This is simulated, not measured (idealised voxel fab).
The document below concerns the process module designated voxel ribs on slabs.
cross-section cut | 180 nm wide | cells 5 nm
If you're reading a cross-section in this doc, picture square cells in a grid; it comes to you as bands, top ones listed first down to the bottom, and a band can be one or more rows of cells. The entry gives the band's vertical extent as a top height and a bottom height in nm, then its horizontal make-up as materials from left to right, each with a width in nm. "empty" stands for empty space; a single material marked "all across" fills the band edge to edge. Zero point of the height axis is 0; under it, received wafer = one material. Lowest band: continues down indefinitely, "0..down". Width: "30->40" (first number = top row, second number = bottom row, same change from row to row of cells). Take "no alteration" at face value: in the step it is given for, the cross-section changed in none of its cells. Enclosed voids (no open way to top), threshold 8 cells or more, entry "Fully closed voids", notation width x height at distance, distance from left edge, nm. Text after the settings on a step's line: the simulator's own remark on that step. The "overlay nm" setting may appear on a step's line; for a step that uses a mask, it gives how far to the right of its planned position the mask lay, and a negative value indicates the left.
# Listed below are the process steps as planned
1: RECEIVE with material Si
2: DIRECTIONAL_DEP with material SiO2, thk nm 25
3: DIRECTIONAL_DEP with material polySi, thk nm 15
4: MASKED_ETCH with tone cover, mask id RIB, width nm 20, etch materials polySi, depth nm 10, overlay nm 0
5: PATTERN with tone cover, mask id SLAB, material resist, width nm 80, thk nm 15, overlay nm 0
6: DIRECTIONAL_ETCH with etch materials polySi, depth nm 5
7: STRIP with etch materials resist
8: FILL_DEP with material SiO2, thk nm 20
9: CMP with height nm 40
10: DIRECTIONAL_DEP with material W, thk nm 5
11: PATTERN with tone cover, mask id HEATER, material resist, width nm 30, thk nm 20, overlay nm 0
12: DIRECTIONAL_ETCH with etch materials W, depth nm 5
13: STRIP with etch materials resist
14: CONFORMAL_DEP with material SiN, thk nm 10
The wafers in this document start out alike and differ in the height nm applied at step 9; the plan shows the value used for the first wafer.
# Received condition of the first of several wafers, sectioned: post-step 1
    0..down: Si all across
    Fully closed voids: none
# Cross-section of the first of several wafers, taken after step 14, where the module ends
    55..50: empty 65 nm | SiN 50 nm | empty 65 nm
    50..45: SiN all across
    45..40: SiN 75 nm | W 30 nm | SiN 75 nm
    40..30: SiO2 80 nm | polySi 20 nm | SiO2 80 nm
    30..25: SiO2 50 nm | polySi 80 nm | SiO2 50 nm
    25..0: SiO2 all across
    0..down: Si all across
    Fully closed voids: none
# Last wafer, end of module, cross-section
    75..70: empty 65 nm | SiN 50 nm | empty 65 nm
    70..65: SiN all across
    65..60: SiN 75 nm | W 30 nm | SiN 75 nm
    60..40: SiO2 all across
    40..30: SiO2 80 nm | polySi 20 nm | SiO2 80 nm
    30..25: SiO2 50 nm | polySi 80 nm | SiO2 50 nm
    25..0: SiO2 all across
    0..down: Si all across
    Fully closed voids: none
# Below is a per-wafer table. In it, each row describes the wafer at the end of the module by giving, for each material, the number of cells gained (+) or lost (-) since the wafer was received, and after that the closed voids of the wafer
height nm 40 | +76 SiN | +264 SiO2 | +6 W | +24 polySi | Fully closed voids: none
height nm 45 | +76 SiN | +300 SiO2 | +6 W | +24 polySi | Fully closed voids: none
height nm 50 | +76 SiN | +336 SiO2 | +6 W | +24 polySi | Fully closed voids: none
height nm 55 | +76 SiN | +372 SiO2 | +6 W | +24 polySi | Fully closed voids: none
height nm 60 | +76 SiN | +408 SiO2 | +6 W | +24 polySi | Fully closed voids: none
